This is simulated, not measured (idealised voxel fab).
Process module, titled voxel transistor to metal
Shown is cross-section cut, with a width of 285 nm and square cells of size 5 nm.
Cross-section layout: square cells on a grid; listed as bands, top to bottom; a band spans one or more cell rows.
Band: top and bottom heights (nm) first, top before bottom; then materials from left to right, widths in nm. "all across" marks a sole material filling the band edge to edge. "empty" denotes empty space.
Height reference: 0 = level under which incoming wafer is all one material. Lowest band: no bottom, runs on downward, e.g. "0 -> down".
The expression "30->40" gives the width at the extremes of the band, the first number at its top row of cells and the second at its bottom row, with the width changing by equal amounts from each row to the next in between.
Reading "nothing different" for a step: not a cell of the cross-section changed in it.
Voids not open to the top, 8 cells minimum: see "Closed cavity list". Written width x height at distance; distance is from the left edge; nm.
Read whatever lies past the settings on a step's line as the simulator's own remark about the step.
The optional step-line setting "overlay nm" applies to steps with a mask and quantifies how far to the right of its planned location the mask lay, a negative value indicating leftward placement.

THESE ARE THE STEPS WE PLANNED FOR THE PROCESS
- 1: op RECEIVE | material Si
- 2: op OXIDIZE | depth nm 5
- 3: op CONFORMAL_DEP | material SiN | thk nm 10
- 4: op DIRECTIONAL_DEP | material aC | thk nm 15
- 5: op PATTERN | tone cover | mask id ACTIVE | material resist | width nm 105 | pitch nm 130 | thk nm 30 | overlay nm 0
- 6: op DIRECTIONAL_ETCH | etch materials aC | depth nm 15
- 7: op STRIP | etch materials resist
- 8: op DIRECTIONAL_ETCH | etch materials SiN | depth nm 10
- 9: op DIRECTIONAL_ETCH | etch materials SiO2 | depth nm 5
- 10: op DIRECTIONAL_ETCH | etch materials Si | depth nm 20
- 11: op STRIP | etch materials aC
- 12: op FILL_DEP | material SiO2 | thk nm 5
- 13: op CMP | height nm 10
- 14: op SELECTIVE_ETCH | etch materials SiO2 | depth nm 10
- 15: op STRIP | etch materials SiN
- 16: op SELECTIVE_ETCH | etch materials SiO2 | depth nm 5
- 17: op OXIDIZE | depth nm 5
- 18: op DIRECTIONAL_DEP | material polySi | thk nm 20
- 19: op DIRECTIONAL_DEP | material SiCN | thk nm 10
- 20: op PATTERN | tone cover | mask id GATE | material resist | width nm 35 | pitch nm 130 | thk nm 15 | overlay nm 0
- 21: op DIRECTIONAL_ETCH | etch materials SiCN | depth nm 20
- 22: op DIRECTIONAL_ETCH | etch materials polySi | depth nm 30
- 23: op STRIP | etch materials resist
- 24: op CONFORMAL_DEP | material SiN | thk nm 10
- 25: op DIRECTIONAL_ETCH | etch materials SiN | depth nm 10
- 26: op DIRECTIONAL_ETCH | etch materials SiO2 | depth nm 5
- 27: op DIRECTIONAL_ETCH | etch materials Si | depth nm 10
- 28: op EPI | material pSi | thk nm 15
- 29: op FILL_DEP | material SiO2 | thk nm 5
- 30: op CMP | height nm 15
- 31: op STRIP | etch materials polySi
- 32: op SELECTIVE_ETCH | etch materials SiO2 | depth nm 5
- 33: op CONFORMAL_DEP | material HfO2 | thk nm 5
- 34: op CONFORMAL_DEP | material TiN | thk nm 5
- 35: op FILL_DEP | material W | thk nm 10
- 36: op CMP | height nm 10
- 37: op DIRECTIONAL_DEP | material SiO2 | thk nm 10
- 38: op MASKED_ETCH | tone open | mask id CONTACT | width nm 15 | etch materials SiO2 | depth nm 25 | overlay nm -15
- 39: op CONFORMAL_DEP | material TiN | thk nm 5
- 40: op FILL_DEP | material W | thk nm 10
- 41: op CMP | height nm 20
- 42: op DIRECTIONAL_DEP | material TiN | thk nm 5
- 43: op DIRECTIONAL_DEP | material W | thk nm 25
- 44: op PATTERN | tone cover | mask id METAL_1 | material resist | width nm 15 | thk nm 15 | overlay nm 0
- 45: op DIRECTIONAL_ETCH | etch materials W | depth nm 25
- 46: op DIRECTIONAL_ETCH | etch materials TiN | depth nm 5
- 47: op STRIP | etch materials resist
- 48: op CONFORMAL_DEP | material SiN | thk nm 5
- 49: op FILL_DEP | material lowk | thk nm 5
- 50: op CMP | height nm 50
- 51: op CONFORMAL_DEP | material SiCN | thk nm 5
- 52: op DIRECTIONAL_DEP | material lowk | thk nm 25
- 53: op DIRECTIONAL_DEP | material aC | thk nm 10
- 54: op PATTERN | tone open | mask id METAL_2 | material resist | width nm 15 | pitch nm 130 | thk nm 25 | overlay nm 0
- 55: op DIRECTIONAL_ETCH | etch materials aC | depth nm 10
- 56: op STRIP | etch materials resist
- 57: op DIRECTIONAL_ETCH | etch materials lowk | depth nm 15
- 58: op STRIP | etch materials aC
- 59: op DIRECTIONAL_DEP | material aC | thk nm 15
- 60: op PATTERN | tone open | mask id METAL_2_HOLES | material resist | width nm 15 | pitch nm 130 | thk nm 35 | overlay nm 0
- 61: op DIRECTIONAL_ETCH | etch materials aC | depth nm 15
- 62: op STRIP | etch materials resist
- 63: op DIRECTIONAL_ETCH | etch materials lowk | depth nm 10
- 64: op DIRECTIONAL_ETCH | etch materials SiCN | depth nm 5
- 65: op STRIP | etch materials aC
- 66: op CONFORMAL_DEP | material TiN | thk nm 5
- 67: op FILL_DEP | material Cu | thk nm 10
- 68: op CMP | height nm 80
- 69: op CONFORMAL_DEP | material SiCN | thk nm 5
The value of overlay nm given for step 38 in the plan refers to the first wafer; the wafers vary in this setting and are alike at the start.

CUT THROUGH THE FIRST OF SEVERAL WAFERS AS RECEIVED, POST STEP 1
* 0 -> down: Si all across
* Closed cavity list: none

WAFER ROWS; END OF MODULE; CELLS PER MATERIAL SINCE RECEIPT: (+) GAINED, (-) LOST; THEN CLOSED VOIDS
overlay nm -15, +10 Cu, +30 HfO2, -199 Si, +108 SiCN, +109 SiN, +211 SiO2, +90 TiN, +82 W, +440 lowk, +88 pSi, Closed cavity list: none
overlay nm -10, +10 Cu, +30 HfO2, -199 Si, +108 SiCN, +109 SiN, +209 SiO2, +92 TiN, +82 W, +440 lowk, +88 pSi, Closed cavity list: none
overlay nm -5, +10 Cu, +30 HfO2, -199 Si, +108 SiCN, +109 SiN, +211 SiO2, +92 TiN, +80 W, +440 lowk, +88 pSi, Closed cavity list: none
overlay nm 0, +10 Cu, +30 HfO2, -199 Si, +108 SiCN, +109 SiN, +211 SiO2, +92 TiN, +80 W, +440 lowk, +88 pSi, Closed cavity list: none
overlay nm 5, +10 Cu, +30 HfO2, -199 Si, +108 SiCN, +109 SiN, +211 SiO2, +92 TiN, +80 W, +440 lowk, +88 pSi, Closed cavity list: none
overlay nm 10, +10 Cu, +30 HfO2, -199 Si, +108 SiCN, +109 SiN, +209 SiO2, +92 TiN, +82 W, +440 lowk, +88 pSi, Closed cavity list: none
overlay nm 15, +10 Cu, +30 HfO2, -199 Si, +108 SiCN, +109 SiN, +211 SiO2, +90 TiN, +82 W, +440 lowk, +88 pSi, Closed cavity list: none
